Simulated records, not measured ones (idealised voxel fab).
The process module that follows is named voxel local oxidation.
The cross-section shown here is cut; it is 280 nm wide and divided into square cells measuring 5 nm on a side.
Format of a cross-section: grid, square cells. Given as bands. Order: top down. Band: one or more rows of cells. Heads up on the band format: heights come first, top then bottom, in nm. After that it's the materials left to right, each with its width in nm. A single material flagged "throughout" fills the whole band edge to edge, and "empty" means there's empty space there. All heights in this document are referenced to 0, defined as the level beneath which the wafer, as received, consists entirely of one material. The lowest band is not bounded below; it extends indefinitely downward and is written in the form "0 nm and below". You'd read "30->40" like this: the band's top row of cells is as wide as the first number, its bottom row is as wide as the second, and going down, every row changes width by the same amount as the row before did. Any step labelled "remained the same" changed none of the cells in the cross-section. Empty spaces without an open route to the top, at least 8 cells in extent, make up the entry "Fully enclosed voids"; each is given as width x height at distance, where the distance is measured from the left edge, and all are in nm. Note: text after step settings on the step line = simulator remark on that step. The setting "overlay nm" may be written on the line of a step. When the step uses a mask, the value reports how far to the right of the planned place the mask lay, and a negative value reports that it lay to the left.
List of planned process steps:
1: RECEIVE [material Si]
2: CONFORMAL_DEP [material SiO2] [thk nm 5]
3: CONFORMAL_DEP [material SiN] [thk nm 10]
4: DIRECTIONAL_DEP [material aC] [thk nm 15]
5: PATTERN [tone cover] [mask id ACTIVE] [material resist] [width nm 90] [thk nm 35] [overlay nm 0]
6: DIRECTIONAL_ETCH [etch materials aC] [depth nm 15]
7: STRIP [etch materials resist]
8: DIRECTIONAL_ETCH [etch materials SiN] [depth nm 10]
9: STRIP [etch materials aC]
10: SELECTIVE_ETCH [etch materials SiO2] [depth nm 5]
11: OXIDIZE [depth nm 15]
12: STRIP [etch materials SiN]
First wafer out of two, processed as planned:
Here's what the wafer looked like in cross-section when it arrived - that's after step 1:
- 0 nm and below | Si throughout
- Fully enclosed voids: none
Presented here is a cross-section of the wafer after step 2 has been performed:
- 5 nm to 0 nm | SiO2 throughout
- Everything below 0 is unchanged.
Presented here is a cross-section of the wafer after step 3 has been performed:
- 15 nm to 5 nm | SiN throughout
- Everything below 5 is unchanged.
Presented here is a cross-section of the wafer after step 4 has been performed:
- 30 nm to 15 nm | aC throughout
- Everything below 15 is unchanged.
Presented here is a cross-section of the wafer after step 5 has been performed:
- 65 nm to 30 nm | empty: 95 / resist: 90 / empty: 95
- Everything below 30 is unchanged.
Presented here is a cross-section of the wafer after step 6 has been performed:
- 50 nm to 30 nm | empty: 95 / resist: 90 / empty: 95
- 30 nm to 15 nm | empty: 95 / aC: 90 / empty: 95
- Everything below 15 is unchanged.
Presented here is a cross-section of the wafer after step 7 has been performed:
- 30 nm to 15 nm | empty: 95 / aC: 90 / empty: 95
- Everything below 15 is unchanged.
Presented here is a cross-section of the wafer after step 8 has been performed:
- 30 nm to 15 nm | empty: 95 / aC: 90 / empty: 95
- 15 nm to 5 nm | empty: 95 / SiN: 90 / empty: 95
- Everything below 5 is unchanged.
Presented here is a cross-section of the wafer after step 9 has been performed:
- 15 nm to 5 nm | empty: 95 / SiN: 90 / empty: 95
- Everything below 5 is unchanged.
Presented here is a cross-section of the wafer after step 10 has been performed:
- 15 nm to 5 nm | empty: 95 / SiN: 90 / empty: 95
- 5 nm to 0 nm | empty: 100 / SiO2: 80 / empty: 100
- Everything below 0 is unchanged.
Presented here is a cross-section of the wafer after step 11 has been performed:
- 15 nm to 5 nm | empty: 95 / SiN: 90 / empty: 95
- 5 nm to 0 nm | empty: 100 / SiO2: 80 / empty: 100
- 0 nm to -15 nm | SiO2: 115 / Si: 50 / SiO2: 115
- Everything below -15 is unchanged.
Presented here is a cross-section of the wafer after step 12 has been performed:
- 5 nm to 0 nm | empty: 100 / SiO2: 80 / empty: 100
- Everything below 0 is unchanged.
The Second Wafer: Common Origin and Plan, One Mistake in Execution, Identical to the First Through Step 4:
when step 5 should have ended:
- 65 nm to 30 nm | empty: 100 / resist: 85 / empty: 95
- Everything below 30 is unchanged.
when step 6 should have ended:
- 50 nm to 30 nm | empty: 100 / resist: 85 / empty: 95
- 30 nm to 15 nm | empty: 100 / aC: 85 / empty: 95
- Everything below 15 is unchanged.
when step 7 should have ended:
- 30 nm to 15 nm | empty: 100 / aC: 85 / empty: 95
- Everything below 15 is unchanged.
when step 8 should have ended:
- 30 nm to 15 nm | empty: 100 / aC: 85 / empty: 95
- 15 nm to 5 nm | empty: 100 / SiN: 85 / empty: 95
- Everything below 5 is unchanged.
when step 9 should have ended:
- 15 nm to 5 nm | empty: 100 / SiN: 85 / empty: 95
- Everything below 5 is unchanged.
when step 10 should have ended:
- 15 nm to 5 nm | empty: 100 / SiN: 85 / empty: 95
- 5 nm to 0 nm | empty: 105 / SiO2: 75 / empty: 100
- Everything below 0 is unchanged.
when step 11 should have ended:
- 15 nm to 5 nm | empty: 100 / SiN: 85 / empty: 95
- 5 nm to 0 nm | empty: 105 / SiO2: 75 / empty: 100
- 0 nm to -15 nm | SiO2: 120 / Si: 45 / SiO2: 115
- Everything below -15 is unchanged.
when step 12 should have ended:
- 5 nm to 0 nm | empty: 105 / SiO2: 75 / empty: 100
- Everything below 0 is unchanged.
Here's what went sideways: step 5 deviated from plan and actually ran as PATTERN [tone cover] [mask id ACTIVE] [material resist] [width nm 85] [thk nm 35] [overlay nm 0]
Once processing is complete, comparing cell counts shows that the second wafer has more or fewer of certain materials than the first: Si: 3 fewer, SiO2: 2 more
